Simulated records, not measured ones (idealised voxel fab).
Process module under the name voxel fin reveal
The cross-section on display is named cut; it measures 275 nm wide, and its cells are 5 nm squares.
Notation: cross-section as square-cell grid; stated in bands, top first, going down; one or more cell rows per band. Band: top height; bottom height; in nm. Then, left to right: material with width in nm, for each material. "edge to edge": a single material spanning edge to edge. "empty": empty space. Heights from 0 (as-received wafer is one material below). Bottom band endless downward, as "0 down". Graded width ("30->40"): value in top row of band = first number; value in bottom row = second number; row-to-row change constant. When a step is marked "nothing got changed", none of the cells in the cross-section changed during that step. Empty spaces without an open route to the top, at least 8 cells in extent, make up the entry "Sealed internal cavities"; each is given as width x height at distance, where the distance is measured from the left edge, and all are in nm. On a step's line, text after the settings is the simulator commenting on that step. overlay nm: where the mask lay relative to plan, measured to the right, on steps with a mask; negatives go left.

These are the steps we planned for the process:
step 1: RECEIVE,material Si
step 2: CONFORMAL_DEP,material SiN,thk nm 5
step 3: MASKED_ETCH,tone cover,mask id FINS,width nm 15,pitch nm 40,etch materials SiN,depth nm 5,overlay nm 0
step 4: MASKED_ETCH,tone cover,mask id FINS,width nm 15,pitch nm 40,etch materials Si,depth nm 30,overlay nm 0
step 5: OXIDIZE,depth nm 5
step 6: FILL_DEP,material SiO2,thk nm 15
step 7: CMP,height nm 5
step 8: SELECTIVE_ETCH,etch materials SiO2,depth nm 15
step 9: STRIP,etch materials SiN
step 10: CONFORMAL_DEP,material SiO2,thk nm 5

As-received state of the wafer in cross-section, equivalent to post-step 1:
	0 down: Si edge to edge
	Sealed internal cavities: none

Sectioned view, first of two wafers, at the close of the module, processed as intended in the plan:
	5 to 0: empty (110), SiO2 (15), empty (25), SiO2 (15), empty (110)
	0 to -5: empty (110), SiO2 (5), Si (5), SiO2 (5), empty (25), SiO2 (5), Si (5), SiO2 (5), empty (110)
	-5 to -35: SiO2 (115), Si (5), SiO2 (35), Si (5), SiO2 (115)
	-35 down: Si edge to edge
	Sealed internal cavities: none

Wafer two, sectioned after the module: the first wafer's start, the first wafer's plan, and one mistake in how it was run:
	5 to 0: empty (110), SiO2 (15), empty (25), SiO2 (15), empty (110)
	0 to -5: empty (100), SiO2 (15), Si (5), SiO2 (5), empty (15), SiO2 (15), Si (5), SiO2 (5), empty (110)
	-5 to -35: SiO2 (105), Si (15), SiO2 (25), Si (15), SiO2 (115)
	-35 down: Si edge to edge
	Sealed internal cavities: none
What was the processing mistake? step 4 went in with a setting other than planned; the actual run was MASKED_ETCH,tone cover,mask id FINS,width nm 15,pitch nm 40,etch materials Si,depth nm 30,overlay nm -10
FYI, end of process, the second wafer has more or fewer cells of some materials than the first: 24 more of Si, 20 fewer of SiO2
